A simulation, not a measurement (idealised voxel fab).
This is a process module. Its name is voxel capacitor over wiring.
The cross-section shown here is cut; it is 150 nm wide and divided into square cells measuring 5 nm on a side.
Cross-sections here: square-cell grids, written as top-down lists of bands, a band being one or more rows of cells.
Heights first: top, then bottom, in nm. Then materials, left to right, each with a width in nm. "everywhere" on a single material: fills the band edge to edge. "air": empty space.
Heights are measured from 0, the level below which the as-received wafer is all one material; the lowest band has no bottom and continues downward, written as in "from 0 down".
The expression "30->40" gives the width at the extremes of the band, the first number at its top row of cells and the second at its bottom row, with the width changing by equal amounts from each row to the next in between.
No cell of the cross-section changed in a step that is given as "remains unaltered".
This entry, "Fully sealed cavities", enumerates those empty regions of no fewer than 8 cells that possess no open connection to the top. Each region is reported in the form width x height at distance, the distance being taken from the left edge, with all three quantities expressed in nm.
Whatever follows a step's settings on its line is a remark the simulator itself makes about that step.
Among the settings permitted on a step's line is "overlay nm"; applied to a step with a mask, it specifies the extent to which the mask lay to the right of its planned position, whereas a negative figure signifies a position to the left.
[Planned step list for the process]
1: RECEIVE, material Si
2: CONFORMAL_DEP, material SiO2, thk nm 15
3: CONFORMAL_DEP, material SiN, thk nm 5
4: DIRECTIONAL_DEP, material lowk, thk nm 20
5: PATTERN, tone open, mask id METAL_1, material resist, width nm 25, pitch nm 90, thk nm 20, overlay nm 0
6: DIRECTIONAL_ETCH, etch materials lowk, depth nm 20
7: DIRECTIONAL_ETCH, etch materials SiN, depth nm 5
8: STRIP, etch materials resist
9: CONFORMAL_DEP, material TiN, thk nm 5
10: FILL_DEP, material W, thk nm 5
11: CMP, height nm 40
12: CONFORMAL_DEP, material SiCN, thk nm 5
13: DIRECTIONAL_DEP, material lowk, thk nm 20
14: DIRECTIONAL_DEP, material aC, thk nm 15
15: PATTERN, tone open, mask id PLUG_1, material resist, width nm 15, thk nm 35, overlay nm 0
16: DIRECTIONAL_ETCH, etch materials aC, depth nm 15
17: STRIP, etch materials resist
18: DIRECTIONAL_ETCH, etch materials lowk, depth nm 20
19: DIRECTIONAL_ETCH, etch materials SiCN, depth nm 5
20: STRIP, etch materials aC
21: EPI, material Ru, thk nm 10
22: EPI, material Ru, thk nm 10
23: EPI, material Ru, thk nm 5
24: DIRECTIONAL_DEP, material TiN, thk nm 10
25: DIRECTIONAL_DEP, material Al2O3, thk nm 5
26: DIRECTIONAL_DEP, material TiN, thk nm 5
27: PATTERN, tone cover, mask id UPPER_PLATE, material resist, width nm 70, thk nm 20, overlay nm 0
28: DIRECTIONAL_ETCH, etch materials TiN, depth nm 5
29: DIRECTIONAL_ETCH, etch materials Al2O3, depth nm 5
30: STRIP, etch materials resist
31: DIRECTIONAL_DEP, material aC, thk nm 10
32: PATTERN, tone cover, mask id LOWER_PLATE, material resist, width nm 80, thk nm 25, overlay nm 0
33: DIRECTIONAL_ETCH, etch materials aC, depth nm 10
34: STRIP, etch materials resist
35: DIRECTIONAL_ETCH, etch materials TiN, depth nm 10
36: STRIP, etch materials aC
37: FILL_DEP, material SiO2, thk nm 20
38: CMP, height nm 100
39: DIRECTIONAL_DEP, material aC, thk nm 15
40: PATTERN, tone open, mask id PLUG_2, material resist, width nm 15, thk nm 30, overlay nm 0
41: DIRECTIONAL_ETCH, etch materials aC, depth nm 15
42: STRIP, etch materials resist
43: DIRECTIONAL_ETCH, etch materials SiO2, depth nm 15
44: STRIP, etch materials aC
45: CONFORMAL_DEP, material TiN, thk nm 5
46: FILL_DEP, material Cu, thk nm 10
47: CMP, height nm 100
48: CONFORMAL_DEP, material SiCN, thk nm 5
Among the wafers covered here, the point of difference is the thk nm at step 3; their starting state is shared, and the plan presents the value of the first wafer.
[Here's the first of the wafers in cross-section, just as we got it, i.e. after step 1]
	from 0 down | Si everywhere
	Fully sealed cavities: none
[Here is the cross-section of the first of several wafers at the end of the module, after its last step, step 48]
	from 105 to 100 | SiCN everywhere
	from 100 to 90 | SiO2: 35 / TiN: 5 / Cu: 5 / TiN: 5 / SiO2: 100
	from 90 to 80 | SiO2: 35->25 / TiN: 15->70 / SiO2: 100->55
	from 80 to 75 | SiO2: 25 / Al2O3: 70 / SiO2: 55
	from 75 to 65 | SiO2: 20 / TiN: 80 / SiO2: 50
	from 65 to 45 | lowk: 25 / Ru: 15 / lowk: 110
	from 45 to 40 | SiCN: 25 / Ru: 15 / SiCN: 110
	from 40 to 20 | lowk: 15 / TiN: 5 / W: 15 / TiN: 5 / lowk: 65 / TiN: 5 / W: 15 / TiN: 5 / lowk: 20
	from 20 to 15 | SiN: 15 / TiN: 25 / SiN: 65 / TiN: 25 / SiN: 20
	from 15 to 0 | SiO2 everywhere
	from 0 down | Si everywhere
	Fully sealed cavities: none
[Cross-sectional view of the final wafer of several at the module's end]
	from 105 to 100 | SiCN everywhere
	from 100 to 90 | SiO2: 35 / TiN: 5 / Cu: 5 / TiN: 5 / SiO2: 100
	from 90 to 80 | SiO2: 35->25 / TiN: 15->70 / SiO2: 100->55
	from 80 to 75 | SiO2: 25 / Al2O3: 70 / SiO2: 55
	from 75 to 65 | SiO2: 20 / TiN: 80 / SiO2: 50
	from 65 to 45 | lowk: 25 / Ru: 15 / lowk: 110
	from 45 to 40 | SiCN: 25 / Ru: 15 / SiCN: 110
	from 40 to 35 | lowk: 15 / TiN: 5 / W: 15 / TiN: 5 / lowk: 65 / TiN: 5 / W: 15 / TiN: 5 / lowk: 20
	from 35 to 30 | SiN: 15 / TiN: 25 / SiN: 65 / TiN: 25 / SiN: 20
	from 30 to 15 | SiN everywhere
	from 15 to 0 | SiO2 everywhere
	from 0 down | Si everywhere
	Fully sealed cavities: none
[End of module, by wafer: material-by-material cell gain (+) or loss (-) since receipt, then closed voids]
thk nm 5 | +14 Al2O3 | +2 Cu | +15 Ru | +57 SiCN | +20 SiN | +231 SiO2 | +79 TiN | +24 W | +188 lowk | Fully sealed cavities: none
thk nm 10 | +14 Al2O3 | +2 Cu | +15 Ru | +57 SiCN | +50 SiN | +231 SiO2 | +75 TiN | +18 W | +168 lowk | Fully sealed cavities: none
thk nm 15 | +14 Al2O3 | +2 Cu | +15 Ru | +57 SiCN | +80 SiN | +231 SiO2 | +71 TiN | +12 W | +148 lowk | Fully sealed cavities: none
thk nm 20 | +14 Al2O3 | +2 Cu | +15 Ru | +57 SiCN | +110 SiN | +231 SiO2 | +67 TiN | +6 W | +128 lowk | Fully sealed cavities: none
